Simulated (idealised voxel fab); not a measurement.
The following is a process module called voxel wiring stack.
The cross-section shown here is cut; it is 180 nm wide and divided into square cells measuring 5 nm on a side.
In this document a cross-section is written as a grid of square cells. It is given as a series of bands, listed from the top down, and a band is one or more rows of cells. Per band: top height and bottom height in nm, followed by the left-to-right materials and their widths in nm; "everywhere" marks a single material spanning edge to edge, "empty" marks empty space. Below 0: as-received wafer, all one material; heights counted from there. Lowest band: no bottom, goes on down, written "0 nm and below". Note: "30 to 40" means the width goes from the first number (top row of the band) to the second number (bottom row) in equal steps per row of cells. Take "no change occurred" at face value: in the step it is given for, the cross-section changed in none of its cells. "Enclosed void entries" enumerates empty spaces isolated from the top, with no open way to it, that contain at least 8 cells, giving each as width x height at distance from the left edge, all three in nm. Past the settings on a step's line: simulator remark, on that step. Each step line may optionally specify "overlay nm", which for a step with a mask gives the rightward distance between the mask's planned place and where it lay, a negative value indicating the leftward direction.
[This section lists the process steps that were planned]
1 RECEIVE: material Si
2 CONFORMAL_DEP: material SiO2, thk nm 15
3 DIRECTIONAL_DEP: material TiN, thk nm 5
4 DIRECTIONAL_DEP: material W, thk nm 20
5 DIRECTIONAL_DEP: material aC, thk nm 15
6 PATTERN: tone cover, mask id METAL_1, material resist, width nm 30, pitch nm 50, thk nm 30, overlay nm 0
7 DIRECTIONAL_ETCH: etch materials aC, depth nm 15
8 STRIP: etch materials resist
9 DIRECTIONAL_ETCH: etch materials W, depth nm 20
10 DIRECTIONAL_ETCH: etch materials TiN, depth nm 5
11 STRIP: etch materials aC
12 CONFORMAL_DEP: material SiCN, thk nm 5
13 FILL_DEP: material lowk, thk nm 10
14 CMP: height nm 40
15 CONFORMAL_DEP: material SiCN, thk nm 5
16 DIRECTIONAL_DEP: material lowk, thk nm 30
17 DIRECTIONAL_DEP: material aC, thk nm 15
18 PATTERN: tone open, mask id METAL_2_HOLES, material resist, width nm 15, pitch nm 50, thk nm 35, overlay nm 0
19 DIRECTIONAL_ETCH: etch materials aC, depth nm 15
20 STRIP: etch materials resist
21 DIRECTIONAL_ETCH: etch materials lowk, depth nm 30
22 STRIP: etch materials aC
23 MASKED_ETCH: tone open, mask id METAL_2, width nm 30, pitch nm 50, etch materials lowk, depth nm 15, overlay nm 0
24 MASKED_ETCH: tone open, mask id METAL_2, width nm 30, pitch nm 50, etch materials SiCN, depth nm 5, overlay nm 0
25 CONFORMAL_DEP: material TiN, thk nm 5
26 FILL_DEP: material Cu, thk nm 5
27 CMP: height nm 75
28 CONFORMAL_DEP: material SiCN, thk nm 5
29 DIRECTIONAL_DEP: material SiO2, thk nm 20
30 DIRECTIONAL_DEP: material aC, thk nm 15
31 PATTERN: tone open, mask id PLUG_2, material resist, width nm 15, pitch nm 100, thk nm 30, overlay nm 0
32 DIRECTIONAL_ETCH: etch materials aC, depth nm 15
33 STRIP: etch materials resist
34 DIRECTIONAL_ETCH: etch materials SiO2, depth nm 20
35 DIRECTIONAL_ETCH: etch materials SiCN, depth nm 5
36 STRIP: etch materials aC
37 CONFORMAL_DEP: material TiN, thk nm 5
38 FILL_DEP: material W, thk nm 10
39 CMP: height nm 100
40 CONFORMAL_DEP: material SiN, thk nm 5
41 DIRECTIONAL_DEP: material SiO2, thk nm 25
42 DIRECTIONAL_DEP: material aC, thk nm 10
43 PATTERN: tone open, mask id METAL_3, material resist, width nm 30, pitch nm 50, thk nm 25, overlay nm 0
44 DIRECTIONAL_ETCH: etch materials aC, depth nm 10
45 STRIP: etch materials resist
46 DIRECTIONAL_ETCH: etch materials SiO2, depth nm 25
47 DIRECTIONAL_ETCH: etch materials SiN, depth nm 5
48 STRIP: etch materials aC
49 CONFORMAL_DEP: material TiN, thk nm 5
50 FILL_DEP: material Cu, thk nm 5
51 CMP: height nm 130
52 EPI: material Ru, thk nm 5
53 FILL_DEP: material SiCN, thk nm 5
54 DIRECTIONAL_DEP: material SiO2, thk nm 15
55 MASKED_ETCH: tone open, mask id PLUG_3, width nm 15, pitch nm 50, etch materials SiO2, depth nm 15, overlay nm 0
56 MASKED_ETCH: tone open, mask id PLUG_3, width nm 15, pitch nm 50, etch materials SiCN, depth nm 5, overlay nm 0
57 CONFORMAL_DEP: material TiN, thk nm 5
58 FILL_DEP: material Cu, thk nm 10
59 CMP: height nm 155
60 CONFORMAL_DEP: material SiN, thk nm 5
61 DIRECTIONAL_DEP: material lowk, thk nm 20
62 PATTERN: tone open, mask id METAL_4, material resist, width nm 30, pitch nm 50, thk nm 15, overlay nm 0
63 DIRECTIONAL_ETCH: etch materials lowk, depth nm 20
64 DIRECTIONAL_ETCH: etch materials SiN, depth nm 5
65 STRIP: etch materials resist
66 CONFORMAL_DEP: material TiN, thk nm 5
67 FILL_DEP: material W, thk nm 10
68 CMP: height nm 180
69 CONFORMAL_DEP: material SiCN, thk nm 5
Where the wafers of this document differ is in the width nm of step 31; they start out the same, and the plan states the value that applied to the first wafer.
[As received, i.e. after step 1: cross-section through the first of several wafers]
    0 nm and below  Si everywhere
    Enclosed void entries: none
[The rows of the table below are wafers. Looking at the end of the module, a row counts, for every material, the cells the wafer has gained, shown as (+), or lost, shown as (-), since it was received; its closed voids come next]
width nm 15, +105 Cu, +24 Ru, +174 SiCN, +36 SiN, +399 SiO2, +211 TiN, +128 W, +255 lowk, Enclosed void entries: none
width nm 20, +105 Cu, +24 Ru, +172 SiCN, +36 SiN, +391 SiO2, +213 TiN, +136 W, +255 lowk, Enclosed void entries: none
width nm 25, +105 Cu, +24 Ru, +170 SiCN, +36 SiN, +383 SiO2, +215 TiN, +144 W, +255 lowk, Enclosed void entries: none
width nm 30, +105 Cu, +24 Ru, +168 SiCN, +36 SiN, +375 SiO2, +217 TiN, +152 W, +255 lowk, Enclosed void entries: none
